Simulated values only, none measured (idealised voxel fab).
process module | voxel tone inversion
cross-section cut | 205 nm wide | cells 5 nm
A cross-section is a grid of square cells, given in bands from the top down. A band is one or more rows of cells.
Each band's line starts with the height of the band's top and of its bottom, in nm. Then come its materials from left to right, each with its width in nm. One material with "throughout" fills the band from edge to edge. "air" is empty space.
Height 0 is the level under which the wafer as received is all one material. The lowest band goes on downwards, as in "0 down".
A width such as "30 to 40" changes by the same amount from each row of cells to the next, from the band's top row to its bottom row.
"no change" after a step means that no cell of the cross-section changed.
closed voids: empty space of 8 cells or more with no open way to the top, each as width x height at its distance from the left edge, in nm
after a step's settings: what the simulator itself notes on the step
overlay nm, on a step with a mask: how far to the right of its planned place the mask lay; to the left if negative
plan
1 op RECEIVE | material Si
2 op CONFORMAL_DEP | material SiCN | thk nm 5
3 op DIRECTIONAL_DEP | material polySi | thk nm 20
4 op PATTERN | tone cover | mask id POSTS | material resist | width nm 25 | pitch nm 50 | thk nm 30 | overlay nm 0
5 op DIRECTIONAL_ETCH | etch materials polySi | depth nm 20
6 op STRIP | etch materials resist
7 op FILL_DEP | material SiO2 | thk nm 10
8 op CMP | height nm 25
9 op STRIP | etch materials polySi
10 op CONFORMAL_DEP | material TiN | thk nm 5
11 op FILL_DEP | material Ru | thk nm 10
12 op CMP | height nm 25
13 op CONFORMAL_DEP | material SiCN | thk nm 5
first wafer, as planned
as received, after step 1
  0 down: Si throughout
  closed voids: none
after step 2
  5 to 0: SiCN throughout
  below 0: unchanged
after step 3
  25 to 5: polySi throughout
  below 5: unchanged
after step 4
  55 to 25: air 15 | resist 25 | air 25 | resist 25 | air 25 | resist 25 | air 25 | resist 25 | air 15
  below 25: unchanged
after step 5
  55 to 25: air 15 | resist 25 | air 25 | resist 25 | air 25 | resist 25 | air 25 | resist 25 | air 15
  25 to 5: air 15 | polySi 25 | air 25 | polySi 25 | air 25 | polySi 25 | air 25 | polySi 25 | air 15
  below 5: unchanged
after step 6
  25 to 5: air 15 | polySi 25 | air 25 | polySi 25 | air 25 | polySi 25 | air 25 | polySi 25 | air 15
  below 5: unchanged
after step 7
  35 to 25: SiO2 throughout
  25 to 5: SiO2 15 | polySi 25 | SiO2 25 | polySi 25 | SiO2 25 | polySi 25 | SiO2 25 | polySi 25 | SiO2 15
  below 5: unchanged
after step 8
  25 to 5: SiO2 15 | polySi 25 | SiO2 25 | polySi 25 | SiO2 25 | polySi 25 | SiO2 25 | polySi 25 | SiO2 15
  below 5: unchanged
after step 9
  25 to 5: SiO2 15 | air 25 | SiO2 25 | air 25 | SiO2 25 | air 25 | SiO2 25 | air 25 | SiO2 15
  below 5: unchanged
after step 10
  30 to 25: TiN 20 | air 15 | TiN 35 | air 15 | TiN 35 | air 15 | TiN 35 | air 15 | TiN 20
  25 to 10: SiO2 15 | TiN 5 | air 15 | TiN 5 | SiO2 25 | TiN 5 | air 15 | TiN 5 | SiO2 25 | TiN 5 | air 15 | TiN 5 | SiO2 25 | TiN 5 | air 15 | TiN 5 | SiO2 15
  10 to 5: SiO2 15 | TiN 25 | SiO2 25 | TiN 25 | SiO2 25 | TiN 25 | SiO2 25 | TiN 25 | SiO2 15
  below 5: unchanged
after step 11
  40 to 30: Ru throughout
  30 to 25: TiN 20 | Ru 15 | TiN 35 | Ru 15 | TiN 35 | Ru 15 | TiN 35 | Ru 15 | TiN 20
  25 to 10: SiO2 15 | TiN 5 | Ru 15 | TiN 5 | SiO2 25 | TiN 5 | Ru 15 | TiN 5 | SiO2 25 | TiN 5 | Ru 15 | TiN 5 | SiO2 25 | TiN 5 | Ru 15 | TiN 5 | SiO2 15
  below 10: unchanged
after step 12
  25 to 10: SiO2 15 | TiN 5 | Ru 15 | TiN 5 | SiO2 25 | TiN 5 | Ru 15 | TiN 5 | SiO2 25 | TiN 5 | Ru 15 | TiN 5 | SiO2 25 | TiN 5 | Ru 15 | TiN 5 | SiO2 15
  below 10: unchanged
after step 13
  30 to 25: SiCN throughout
  below 25: unchanged
second wafer: like start, like plan, one mistake. Through step 9 it matches the first wafer
when step 10 should have ended
  30 to 10: SiO2 20 | air 15 | SiO2 35 | air 15 | SiO2 35 | air 15 | SiO2 35 | air 15 | SiO2 20
  10 to 5: SiO2 throughout
  below 5: unchanged
when step 11 should have ended
  40 to 30: Ru throughout
  30 to 10: SiO2 20 | Ru 15 | SiO2 35 | Ru 15 | SiO2 35 | Ru 15 | SiO2 35 | Ru 15 | SiO2 20
  below 10: unchanged
when step 12 should have ended
  25 to 10: SiO2 20 | Ru 15 | SiO2 35 | Ru 15 | SiO2 35 | Ru 15 | SiO2 35 | Ru 15 | SiO2 20
  below 10: unchanged
when step 13 should have ended
  30 to 25: SiCN throughout
  below 25: unchanged
what went wrong: step 10 ran as: op CONFORMAL_DEP | material SiO2 | thk nm 5
at the end the second wafer has, in cells: 44 more of SiO2 | 44 fewer of TiN
